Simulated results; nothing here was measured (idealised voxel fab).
voxel air gaps: a process module
Square cell edge 5 nm, section width 250 nm, ID cut.
A cross-section is a grid of square cells, given in bands from the top down. A band is one or more rows of cells.
Band: top height; bottom height; in nm. Then, left to right: material with width in nm, for each material. "full width": a single material spanning edge to edge. "empty": empty space.
Height datum 0, below which the as-received substrate wafer is one material. Lowest band open at the bottom, running downward: "top 0, no bottom".
Width spec "30..40" -> top row of cells at first value, bottom row at second value, equal per-row change in between.
"same as before" after a step means that no cell of the cross-section changed.
The list in "Sealed void list" covers empty spaces of 8 cells or more that cannot reach the top through any open way, and it gives each as width x height at distance; the distance is from the left edge, and width, height and distance are in nm.
Step line, after settings: the simulator's comment on this step.
If you see "overlay nm" on a step's line and that step has a mask, it's telling you how far right of where it was planned the mask ended up; a negative number means it went left instead.
List of planned process steps:
1) RECEIVE,material Si
2) CONFORMAL_DEP,material SiO2,thk nm 15
3) CONFORMAL_DEP,material SiN,thk nm 5
4) DIRECTIONAL_DEP,material SiO2,thk nm 35
5) MASKED_ETCH,tone open,mask id LINES,width nm 25,pitch nm 55,etch materials SiO2,depth nm 35,overlay nm 0
6) CONFORMAL_DEP,material TiN,thk nm 5
7) FILL_DEP,material Cu,thk nm 5
8) CMP,height nm 55
9) EPI,material Ru,thk nm 10
10) SELECTIVE_ETCH,etch materials SiO2,depth nm 45
11) CONFORMAL_DEP,material SiCN,thk nm 5
Here's what the wafer looked like in cross-section when it arrived - that's after step 1:
  top 0, no bottom: Si full width
  Sealed void list: none
Same starting wafer, same plan as above, one mistake in the execution; this is the cross-section at the end of the module:
  top 60, bottom 55: SiCN full width
  top 55, bottom 15: SiN full width
  top 15, bottom 0: SiO2 full width
  top 0, no bottom: Si full width
  Sealed void list: none
Short version of what went wrong: so step 4 ended up running with a different setting than we planned, it ran as DIRECTIONAL_DEP,material SiN,thk nm 35
